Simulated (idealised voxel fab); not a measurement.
process module | voxel capacitor over wiring
cross-section cut | 230 nm wide | cells 5 nm
Just so we're on the same page, the cross-sections are grids of square cells, and they're listed out in bands top to bottom, each band one or more rows deep.
Band: top and bottom heights (nm) first, top before bottom; then materials from left to right, widths in nm. "everywhere" marks a sole material filling the band edge to edge. "air" denotes empty space.
The reference from which all heights are counted is 0, the level beneath which the as-received wafer is entirely one material; the lowest band, having no lower bound, proceeds downward and is written after the example "0..down".
Read "30 to 40" as a graded width: first number on top, second number at the bottom, same change between each pair of neighbouring rows.
What does "nothing was modified" mean for a step? It means no cell of the cross-section changed in that step.
"Trapped voids" means: voids of 8 cells or more that are shut off from the top with no open way through. Written width x height at distance, distance from the left edge, in nm.
If you see something after the settings on a step's line, that's the simulator's own remark about that step.
"overlay nm" denotes, for a step that has a mask, the displacement of the mask to the right of its planned place, with negative values corresponding to the left.
**The process steps that were planned are listed below**
1 RECEIVE, material Si
2 CONFORMAL_DEP, material SiO2, thk nm 15
3 DIRECTIONAL_DEP, material TiN, thk nm 5
4 DIRECTIONAL_DEP, material Ru, thk nm 15
5 MASKED_ETCH, tone cover, mask id METAL_1, width nm 25, pitch nm 80, etch materials Ru, depth nm 15, overlay nm 0
6 MASKED_ETCH, tone cover, mask id METAL_1, width nm 25, pitch nm 80, etch materials TiN, depth nm 5, overlay nm 0
7 FILL_DEP, material SiO2, thk nm 5
8 CMP, height nm 35
9 CONFORMAL_DEP, material SiCN, thk nm 5
10 DIRECTIONAL_DEP, material SiO2, thk nm 20
11 PATTERN, tone open, mask id PLUG_1, material resist, width nm 15, thk nm 20, overlay nm 0
12 DIRECTIONAL_ETCH, etch materials SiO2, depth nm 20
13 DIRECTIONAL_ETCH, etch materials SiCN, depth nm 5
14 STRIP, etch materials resist
15 CONFORMAL_DEP, material TiN, thk nm 5
16 FILL_DEP, material Cu, thk nm 5
17 CMP, height nm 60
18 DIRECTIONAL_DEP, material TiN, thk nm 5
19 DIRECTIONAL_DEP, material SiN, thk nm 5
20 DIRECTIONAL_DEP, material TiN, thk nm 10
21 PATTERN, tone cover, mask id UPPER_PLATE, material resist, width nm 60, thk nm 20, overlay nm 0
22 DIRECTIONAL_ETCH, etch materials TiN, depth nm 10
23 DIRECTIONAL_ETCH, etch materials SiN, depth nm 5
24 STRIP, etch materials resist
25 DIRECTIONAL_DEP, material aC, thk nm 15
26 PATTERN, tone cover, mask id LOWER_PLATE, material resist, width nm 70, thk nm 30, overlay nm 0
27 DIRECTIONAL_ETCH, etch materials aC, depth nm 15
28 STRIP, etch materials resist
29 DIRECTIONAL_ETCH, etch materials TiN, depth nm 5
30 STRIP, etch materials aC
31 FILL_DEP, material SiO2, thk nm 15
32 CMP, height nm 90
33 DIRECTIONAL_DEP, material aC, thk nm 10
34 PATTERN, tone open, mask id PLUG_2, material resist, width nm 15, thk nm 30, overlay nm 0
35 DIRECTIONAL_ETCH, etch materials aC, depth nm 10
36 STRIP, etch materials resist
37 DIRECTIONAL_ETCH, etch materials SiO2, depth nm 10
38 STRIP, etch materials aC
39 CONFORMAL_DEP, material TiN, thk nm 5
40 FILL_DEP, material Ru, thk nm 5
41 CMP, height nm 90
42 CONFORMAL_DEP, material SiCN, thk nm 5
**Received-state cross-section, reflecting completion of step 1**
> 0..down: Si everywhere
> Trapped voids: none
**Wafer cross-section at end of module: start and plan as shown above, one execution error**
> 95..90: SiCN everywhere
> 90..85: SiO2 (80) | TiN (5) | Ru (5) | TiN (5) | SiO2 (135)
> 85..80: SiO2 (80) | TiN (15) | SiO2 (135)
> 80..70: SiO2 (70) | TiN (60) | SiO2 (100)
> 70..65: SiO2 (70) | SiN (60) | SiO2 (100)
> 65..60: SiO2 (65) | TiN (70) | SiO2 (95)
> 60..40: SiO2 (70) | TiN (5) | Cu (5) | TiN (5) | SiO2 (145)
> 40..35: SiCN (70) | TiN (15) | SiCN (145)
> 35..30: SiO2 (60) | TiN (25) | SiO2 (55) | TiN (25) | SiO2 (65)
> 30..15: Ru everywhere
> 15..0: SiO2 everywhere
> 0..down: Si everywhere
> Trapped voids: none
Finding, execution versus plan: it was found that steps 3 and 4 of the process plan had been performed in exchanged positions
